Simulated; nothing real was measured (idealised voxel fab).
This section sets out a process module, namely voxel wiring stack.
Square cells of 5 nm make up the cross-section cut, whose width is 265 nm.
Cross-section = grid of square cells, listed top down in bands; band = one or more rows. Look at the band entry: it leads with the top's height and the bottom's height in nm. Then it lists the materials left to right, with a width in nm for each. The word "full width" on a single material says that material fills the band edge to edge. The word "air" is empty space. All heights in this document are referenced to 0, defined as the level beneath which the wafer, as received, consists entirely of one material. The lowest band is not bounded below; it extends indefinitely downward and is written in the form "from 0 down". Graded width ("30 to 40"): value in top row of band = first number; value in bottom row = second number; row-to-row change constant. The designation "no modification", where it is given for a processing step, indicates that no cell of the cross-section was altered in the course of that step. The entry titled "Fully closed voids" provides the empty spaces that have no open way to the top, restricted to those of 8 cells or more. Each is presented as width x height at distance, the distance being measured from the left edge, with all three in nm. On a step's line, text after the settings is the simulator commenting on that step. overlay nm: step with mask; distance mask lay right of planned place; negative value = left of planned place.
This section lists the process steps that were planned:
1,RECEIVE: material Si
2,CONFORMAL_DEP: material SiO2, thk nm 15
3,DIRECTIONAL_DEP: material TiN, thk nm 5
4,DIRECTIONAL_DEP: material Ru, thk nm 25
5,MASKED_ETCH: tone cover, mask id METAL_1, width nm 25, pitch nm 45, etch materials Ru, depth nm 25, overlay nm 0
6,MASKED_ETCH: tone cover, mask id METAL_1, width nm 25, pitch nm 45, etch materials TiN, depth nm 5, overlay nm 0
7,CONFORMAL_DEP: material SiN, thk nm 5
8,FILL_DEP: material SiO2, thk nm 5
9,CMP: height nm 45
10,CONFORMAL_DEP: material SiCN, thk nm 5
11,DIRECTIONAL_DEP: material lowk, thk nm 30
12,MASKED_ETCH: tone open, mask id METAL_2, width nm 25, pitch nm 45, etch materials lowk, depth nm 15, overlay nm 0
13,DIRECTIONAL_DEP: material aC, thk nm 10
14,PATTERN: tone open, mask id METAL_2_HOLES, material resist, width nm 15, pitch nm 45, thk nm 30, overlay nm 0
15,DIRECTIONAL_ETCH: etch materials aC, depth nm 10
16,STRIP: etch materials resist
17,DIRECTIONAL_ETCH: etch materials lowk, depth nm 15
18,DIRECTIONAL_ETCH: etch materials SiCN, depth nm 5
19,STRIP: etch materials aC
20,CONFORMAL_DEP: material TiN, thk nm 5
21,FILL_DEP: material Cu, thk nm 5
22,CMP: height nm 80
23,CONFORMAL_DEP: material SiCN, thk nm 5
24,DIRECTIONAL_DEP: material SiO2, thk nm 25
25,MASKED_ETCH: tone open, mask id METAL_3_HOLES, width nm 15, pitch nm 45, etch materials SiO2, depth nm 25, overlay nm 0
26,DIRECTIONAL_DEP: material aC, thk nm 15
27,PATTERN: tone open, mask id METAL_3, material resist, width nm 25, pitch nm 45, thk nm 35, overlay nm 0
28,DIRECTIONAL_ETCH: etch materials aC, depth nm 15
29,STRIP: etch materials resist
30,DIRECTIONAL_ETCH: etch materials SiO2, depth nm 15
31,DIRECTIONAL_ETCH: etch materials SiCN, depth nm 5
32,STRIP: etch materials aC
33,CONFORMAL_DEP: material TiN, thk nm 5
34,FILL_DEP: material Cu, thk nm 5
35,CMP: height nm 110
36,CONFORMAL_DEP: material SiCN, thk nm 5
37,DIRECTIONAL_DEP: material lowk, thk nm 30
38,MASKED_ETCH: tone open, mask id METAL_4, width nm 25, pitch nm 45, etch materials lowk, depth nm 20, overlay nm 0
39,PATTERN: tone open, mask id METAL_4_HOLES, material resist, width nm 15, pitch nm 45, thk nm 15, overlay nm 0
40,DIRECTIONAL_ETCH: etch materials lowk, depth nm 10
41,DIRECTIONAL_ETCH: etch materials SiCN, depth nm 5
42,STRIP: etch materials resist
43,CONFORMAL_DEP: material TiN, thk nm 5
44,FILL_DEP: material Cu, thk nm 10
45,CMP: height nm 145
46,CONFORMAL_DEP: material SiN, thk nm 5
Cross-sectional view of the wafer in its as-received condition, corresponding to the state after step 1:
- from 0 down = Si full width
- Fully closed voids: none
Cross-sectional image of the first of two wafers at the end of the module, the run having proceeded as planned:
- from 150 to 145 = SiN full width
- from 145 to 130 = lowk 75 nm, TiN 5 nm, Cu 15 nm, TiN 5 nm, lowk 20 nm, TiN 5 nm, Cu 15 nm, TiN 5 nm, lowk 20 nm, TiN 5 nm, Cu 15 nm, TiN 5 nm, lowk 75 nm
- from 130 to 125 = lowk 75 nm, TiN 5 nm, Cu 5 nm, TiN 15 nm, lowk 20 nm, TiN 5 nm, Cu 5 nm, TiN 15 nm, lowk 20 nm, TiN 5 nm, Cu 5 nm, TiN 15 nm, lowk 75 nm
- from 125 to 115 = lowk 75 nm, TiN 5 nm, Cu 5 nm, TiN 5 nm, lowk 30 nm, TiN 5 nm, Cu 5 nm, TiN 5 nm, lowk 30 nm, TiN 5 nm, Cu 5 nm, TiN 5 nm, lowk 85 nm
- from 115 to 110 = SiCN 75 nm, TiN 15 nm, SiCN 30 nm, TiN 15 nm, SiCN 30 nm, TiN 15 nm, SiCN 85 nm
- from 110 to 100 = SiO2 75 nm, TiN 5 nm, Cu 15 nm, TiN 5 nm, SiO2 20 nm, TiN 5 nm, Cu 15 nm, TiN 5 nm, SiO2 20 nm, TiN 5 nm, Cu 15 nm, TiN 5 nm, SiO2 75 nm
- from 100 to 95 = SiO2 75 nm, TiN 5 nm, Cu 5 nm, TiN 15 nm, SiO2 20 nm, TiN 5 nm, Cu 5 nm, TiN 15 nm, SiO2 20 nm, TiN 5 nm, Cu 5 nm, TiN 15 nm, SiO2 75 nm
- from 95 to 85 = SiO2 75 nm, TiN 5 nm, Cu 5 nm, TiN 5 nm, SiO2 30 nm, TiN 5 nm, Cu 5 nm, TiN 5 nm, SiO2 30 nm, TiN 5 nm, Cu 5 nm, TiN 5 nm, SiO2 85 nm
- from 85 to 80 = SiCN 75 nm, TiN 15 nm, SiCN 30 nm, TiN 15 nm, SiCN 30 nm, TiN 15 nm, SiCN 85 nm
- from 80 to 70 = lowk 75 nm, TiN 5 nm, Cu 15 nm, TiN 5 nm, lowk 20 nm, TiN 5 nm, Cu 15 nm, TiN 5 nm, lowk 20 nm, TiN 5 nm, Cu 15 nm, TiN 5 nm, lowk 75 nm
- from 70 to 65 = lowk 75 nm, TiN 5 nm, Cu 5 nm, TiN 15 nm, lowk 20 nm, TiN 5 nm, Cu 5 nm, TiN 15 nm, lowk 20 nm, TiN 5 nm, Cu 5 nm, TiN 15 nm, lowk 75 nm
- from 65 to 50 = lowk 75 nm, TiN 5 nm, Cu 5 nm, TiN 5 nm, lowk 30 nm, TiN 5 nm, Cu 5 nm, TiN 5 nm, lowk 30 nm, TiN 5 nm, Cu 5 nm, TiN 5 nm, lowk 85 nm
- from 50 to 45 = SiCN 75 nm, TiN 15 nm, SiCN 30 nm, TiN 15 nm, SiCN 30 nm, TiN 15 nm, SiCN 85 nm
- from 45 to 20 = SiO2 70 nm, SiN 5 nm, Ru 25 nm, SiN 5 nm, SiO2 10 nm, SiN 5 nm, Ru 25 nm, SiN 5 nm, SiO2 10 nm, SiN 5 nm, Ru 25 nm, SiN 5 nm, SiO2 70 nm
- from 20 to 15 = SiN 75 nm, TiN 25 nm, SiN 20 nm, TiN 25 nm, SiN 20 nm, TiN 25 nm, SiN 75 nm
- from 15 to 0 = SiO2 full width
- from 0 down = Si full width
- Fully closed voids: none
Cross-section, second wafer: same start as the first, same plan as the first, one mistake in running it; taken at the end of the module:
- from 150 to 145 = SiN full width
- from 145 to 130 = lowk 75 nm, TiN 5 nm, Cu 15 nm, TiN 5 nm, lowk 20 nm, TiN 5 nm, Cu 15 nm, TiN 5 nm, lowk 20 nm, TiN 5 nm, Cu 15 nm, TiN 5 nm, lowk 75 nm
- from 130 to 125 = lowk 75 nm, TiN 5 nm, Cu 5 nm, TiN 15 nm, lowk 20 nm, TiN 5 nm, Cu 5 nm, TiN 15 nm, lowk 20 nm, TiN 5 nm, Cu 5 nm, TiN 15 nm, lowk 75 nm
- from 125 to 115 = lowk 75 nm, TiN 5 nm, Cu 5 nm, TiN 5 nm, lowk 30 nm, TiN 5 nm, Cu 5 nm, TiN 5 nm, lowk 30 nm, TiN 5 nm, Cu 5 nm, TiN 5 nm, lowk 85 nm
- from 115 to 110 = SiCN 75 nm, TiN 15 nm, SiCN 30 nm, TiN 15 nm, SiCN 30 nm, TiN 15 nm, SiCN 85 nm
- from 110 to 100 = SiO2 75 nm, TiN 5 nm, Cu 15 nm, TiN 5 nm, SiO2 20 nm, TiN 5 nm, Cu 15 nm, TiN 5 nm, SiO2 20 nm, TiN 5 nm, Cu 15 nm, TiN 5 nm, SiO2 75 nm
- from 100 to 95 = SiO2 75 nm, TiN 5 nm, Cu 5 nm, TiN 15 nm, SiO2 20 nm, TiN 5 nm, Cu 5 nm, TiN 15 nm, SiO2 20 nm, TiN 5 nm, Cu 5 nm, TiN 15 nm, SiO2 75 nm
- from 95 to 85 = SiO2 75 nm, TiN 5 nm, Cu 5 nm, TiN 5 nm, SiO2 30 nm, TiN 5 nm, Cu 5 nm, TiN 5 nm, SiO2 30 nm, TiN 5 nm, Cu 5 nm, TiN 5 nm, SiO2 85 nm
- from 85 to 80 = SiCN 75 nm, TiN 15 nm, SiCN 30 nm, TiN 15 nm, SiCN 30 nm, TiN 15 nm, SiCN 85 nm
- from 80 to 70 = lowk 75 nm, TiN 5 nm, Cu 15 nm, TiN 5 nm, lowk 20 nm, TiN 5 nm, Cu 15 nm, TiN 5 nm, lowk 20 nm, TiN 5 nm, Cu 15 nm, TiN 5 nm, lowk 75 nm
- from 70 to 65 = lowk 75 nm, TiN 5 nm, Cu 5 nm, TiN 15 nm, lowk 20 nm, TiN 5 nm, Cu 5 nm, TiN 15 nm, lowk 20 nm, TiN 5 nm, Cu 5 nm, TiN 15 nm, lowk 75 nm
- from 65 to 50 = lowk 75 nm, TiN 5 nm, Cu 5 nm, TiN 5 nm, lowk 30 nm, TiN 5 nm, Cu 5 nm, TiN 5 nm, lowk 30 nm, TiN 5 nm, Cu 5 nm, TiN 5 nm, lowk 85 nm
- from 50 to 45 = SiCN 75 nm, TiN 15 nm, SiCN 30 nm, TiN 15 nm, SiCN 30 nm, TiN 15 nm, SiCN 85 nm
- from 45 to 40 = SiO2 70 nm, SiN 35 nm, SiO2 10 nm, SiN 35 nm, SiO2 10 nm, SiN 35 nm, SiO2 70 nm
- from 40 to 20 = SiO2 70 nm, SiN 5 nm, Ru 25 nm, SiN 5 nm, SiO2 10 nm, SiN 5 nm, Ru 25 nm, SiN 5 nm, SiO2 10 nm, SiN 5 nm, Ru 25 nm, SiN 5 nm, SiO2 70 nm
- from 20 to 15 = SiN 75 nm, TiN 25 nm, SiN 20 nm, TiN 25 nm, SiN 20 nm, TiN 25 nm, SiN 75 nm
- from 15 to 0 = SiO2 full width
- from 0 down = Si full width
- Fully closed voids: none
So what did we get wrong on this run? step 4 was processed under conditions differing from the plan, specifically as DIRECTIONAL_DEP: material Ru, thk nm 20
Counted in cells at the end, the second wafer holds more or fewer of these materials than the first: 15 fewer of Ru; 15 more of SiN
